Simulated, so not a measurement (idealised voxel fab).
The following process module bears the name voxel trench capacitor.
Section shown: cut. Width: 245 nm. Cell size: 5 nm, square.
Throughout this document, each cross-section is represented as a grid of square cells and is presented as a sequence of bands enumerated from the top downward, where a band comprises one or more rows of cells. The band entry comprises the height of the band's top followed by the height of its bottom, expressed in nm, and subsequently the band's materials from left to right, each stated together with its width in nm. Where a single material is marked with the word "edge to edge", that material fills the band from edge to edge. The word "air" represents empty space. Heights are measured from 0, the level below which the as-received wafer is all one material; the lowest band has no bottom and continues downward, written as in "from 0 down". When a width is written as two numbers, as in "30->40", the first number is the width in the top row of cells of the band and the second is the width in its bottom row, and the width changes by the same amount from each row to the next. Reading "everything unchanged" for a step: not a cell of the cross-section changed in it. "Fully sealed cavities" means: voids of 8 cells or more that are shut off from the top with no open way through. Written width x height at distance, distance from the left edge, in nm. It should be noted that, on the line of a given step, the content following the step's settings is a remark produced by the simulator itself with respect to that step. overlay nm: for a step with a mask, the amount by which the mask lay right of where it was planned; a negative amount means left of it.
LIST OF PLANNED PROCESS STEPS
- 1: RECEIVE | material Si
- 2: CONFORMAL_DEP | material SiN | thk nm 5
- 3: DIRECTIONAL_DEP | material aC | thk nm 10
- 4: PATTERN | tone open | mask id TRENCH | material resist | width nm 25 | pitch nm 40 | thk nm 25 | overlay nm 0
- 5: DIRECTIONAL_ETCH | etch materials aC | depth nm 10
- 6: STRIP | etch materials resist
- 7: DIRECTIONAL_ETCH | etch materials SiN | depth nm 5
- 8: DIRECTIONAL_ETCH | etch materials Si | depth nm 30
- 9: STRIP | etch materials aC
- 10: CONFORMAL_DEP | material HfO2 | thk nm 5
- 11: CONFORMAL_DEP | material TiN | thk nm 5
- 12: FILL_DEP | material W | thk nm 5
- 13: CMP | height nm 5
CROSS-SECTION OF THE WAFER AT RECEIPT, WHICH IS THE CONDITION AFTER STEP 1
> from 0 down: Si edge to edge
> Fully sealed cavities: none
FINAL CROSS-SECTION, MODULE RUN WITH ONE MISTAKE (START AND PLAN AS ABOVE)
> from 5 to 0: 60 W, then 5 TiN, then 5 HfO2, then 25 SiN, then 5 HfO2, then 5 TiN, then 5 HfO2, then 25 SiN, then 5 HfO2, then 5 TiN, then 5 HfO2, then 25 SiN, then 5 HfO2, then 5 TiN, then 60 W
> from 0 to -20: 60 W, then 5 TiN, then 5 HfO2, then 25 Si, then 5 HfO2, then 5 TiN, then 5 HfO2, then 25 Si, then 5 HfO2, then 5 TiN, then 5 HfO2, then 25 Si, then 5 HfO2, then 5 TiN, then 60 W
> from -20 to -25: 65 TiN, then 5 HfO2, then 25 Si, then 5 HfO2, then 5 TiN, then 5 HfO2, then 25 Si, then 5 HfO2, then 5 TiN, then 5 HfO2, then 25 Si, then 5 HfO2, then 65 TiN
> from -25 to -30: 70 HfO2, then 25 Si, then 15 HfO2, then 25 Si, then 15 HfO2, then 25 Si, then 70 HfO2
> from -30 down: Si edge to edge
> Fully sealed cavities: none
Finding, execution versus plan: step 4: run off-plan, actual operation and settings PATTERN | tone cover | mask id TRENCH | material resist | width nm 25 | pitch nm 40 | thk nm 25 | overlay nm 0
